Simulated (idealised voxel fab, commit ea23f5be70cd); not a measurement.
process module | voxel wiring stack
cross-section cut | 255 nm wide | cells 5 nm
A cross-section is a grid of square cells, given in bands from the top down. A band is one or more rows of cells.
Each band's line starts with the height of the band's top and of its bottom, in nm. Then come its materials from left to right, each with its width in nm. One material with "throughout" fills the band from edge to edge. "air" is empty space.
Height 0 is the level under which the wafer as received is all one material. The lowest band goes on downwards, as in "0 down".
A width such as "30 to 40" changes by the same amount from each row of cells to the next, from the band's top row to its bottom row.
"no change" after a step means that no cell of the cross-section changed.
closed voids: empty space of 8 cells or more with no open way to the top, each as width x height at its distance from the left edge, in nm
after a step's settings: what the simulator itself notes on the step
overlay nm, on a step with a mask: how far to the right of its planned place the mask lay; to the left if negative
plan
1 op RECEIVE | material Si
2 op CONFORMAL_DEP | material SiO2 | thk nm 10
3 op DIRECTIONAL_DEP | material TiN | thk nm 5
4 op DIRECTIONAL_DEP | material Ru | thk nm 25
5 op PATTERN | tone cover | mask id METAL_1 | material resist | width nm 25 | pitch nm 55 | thk nm 15 | overlay nm 0
6 op DIRECTIONAL_ETCH | etch materials Ru | depth nm 25
7 op DIRECTIONAL_ETCH | etch materials TiN | depth nm 5
8 op STRIP | etch materials resist
9 op FILL_DEP | material SiO2 | thk nm 5
10 op CMP | height nm 40
11 op CONFORMAL_DEP | material SiCN | thk nm 5
12 op DIRECTIONAL_DEP | material lowk | thk nm 20
13 op MASKED_ETCH | tone open | mask id PLUG_1 | width nm 15 | pitch nm 55 | etch materials lowk | depth nm 20 | overlay nm 0
14 op MASKED_ETCH | tone open | mask id PLUG_1 | width nm 15 | pitch nm 55 | etch materials SiCN | depth nm 5 | overlay nm 0
15 op CONFORMAL_DEP | material TiN | thk nm 5
16 op FILL_DEP | material W | thk nm 5
17 op CMP | height nm 65
18 op CONFORMAL_DEP | material SiN | thk nm 5
19 op DIRECTIONAL_DEP | material lowk | thk nm 20
20 op MASKED_ETCH | tone open | mask id METAL_2 | width nm 25 | pitch nm 55 | etch materials lowk | depth nm 20 | overlay nm 0
21 op MASKED_ETCH | tone open | mask id METAL_2 | width nm 25 | pitch nm 55 | etch materials SiN | depth nm 5 | overlay nm 0
22 op CONFORMAL_DEP | material TiN | thk nm 5
23 op FILL_DEP | material Cu | thk nm 10
24 op CMP | height nm 90
25 op CONFORMAL_DEP | material SiCN | thk nm 5
varied across the wafers: width nm of step 13. The plan shows the first wafer's value. All wafers start alike
first wafer as received, after step 1
  0 down: Si throughout
  closed voids: none
first wafer at the end, after step 25
  95 to 90: SiCN throughout
  90 to 70: lowk 30 | TiN 5 | Cu 15 | TiN 5 | lowk 30 | TiN 5 | Cu 15 | TiN 5 | lowk 30 | TiN 5 | Cu 15 | TiN 5 | lowk 30 | TiN 5 | Cu 15 | TiN 5 | lowk 35
  70 to 65: SiN 30 | TiN 25 | SiN 30 | TiN 25 | SiN 30 | TiN 25 | SiN 30 | TiN 25 | SiN 35
  65 to 45: lowk 30 | TiN 5 | W 5 | TiN 5 | lowk 40 | TiN 5 | W 5 | TiN 5 | lowk 40 | TiN 5 | W 5 | TiN 5 | lowk 40 | TiN 5 | W 5 | TiN 5 | lowk 45
  45 to 40: SiCN 30 | TiN 15 | SiCN 40 | TiN 15 | SiCN 40 | TiN 15 | SiCN 40 | TiN 15 | SiCN 45
  40 to 15: SiO2 30 | Ru 25 | SiO2 30 | Ru 25 | SiO2 30 | Ru 25 | SiO2 30 | Ru 25 | SiO2 35
  15 to 10: SiO2 30 | TiN 25 | SiO2 30 | TiN 25 | SiO2 30 | TiN 25 | SiO2 30 | TiN 25 | SiO2 35
  10 to 0: SiO2 throughout
  0 down: Si throughout
  closed voids: none
last wafer at the end
  95 to 90: SiCN throughout
  90 to 70: lowk 30 | TiN 5 | Cu 15 | TiN 5 | lowk 30 | TiN 5 | Cu 15 | TiN 5 | lowk 30 | TiN 5 | Cu 15 | TiN 5 | lowk 30 | TiN 5 | Cu 15 | TiN 5 | lowk 35
  70 to 65: SiN 30 | TiN 25 | SiN 30 | TiN 25 | SiN 30 | TiN 25 | SiN 30 | TiN 25 | SiN 35
  65 to 50: lowk 25 | TiN 5 | W 20 | TiN 5 | lowk 25 | TiN 5 | W 20 | TiN 5 | lowk 25 | TiN 5 | W 20 | TiN 5 | lowk 25 | TiN 5 | W 20 | TiN 5 | lowk 35
  50 to 45: lowk 25 | TiN 10 | W 5 | TiN 15 | lowk 25 | TiN 10 | W 5 | TiN 15 | lowk 25 | TiN 10 | W 5 | TiN 15 | lowk 25 | TiN 10 | W 5 | TiN 15 | lowk 35
  45 to 40: SiCN 30 | TiN 15 | SiCN 40 | TiN 15 | SiCN 40 | TiN 15 | SiCN 40 | TiN 15 | SiCN 45
  40 to 15: SiO2 30 | Ru 25 | SiO2 30 | Ru 25 | SiO2 30 | Ru 25 | SiO2 30 | Ru 25 | SiO2 35
  15 to 10: SiO2 30 | TiN 25 | SiO2 30 | TiN 25 | SiO2 30 | TiN 25 | SiO2 30 | TiN 25 | SiO2 35
  10 to 0: SiO2 throughout
  0 down: Si throughout
  closed voids: none
each wafer at the end: cells of each material gained (+) or lost (-) since it was received, then its closed voids
width nm 15 | +48 Cu | +100 Ru | +90 SiCN | +31 SiN | +288 SiO2 | +116 TiN | +16 W | +280 lowk | closed voids: none
width nm 20 | +48 Cu | +100 Ru | +90 SiCN | +31 SiN | +288 SiO2 | +120 TiN | +28 W | +264 lowk | closed voids: none
width nm 25 | +48 Cu | +100 Ru | +90 SiCN | +31 SiN | +288 SiO2 | +124 TiN | +40 W | +248 lowk | closed voids: none
width nm 30 | +48 Cu | +100 Ru | +90 SiCN | +31 SiN | +288 SiO2 | +128 TiN | +52 W | +232 lowk | closed voids: none
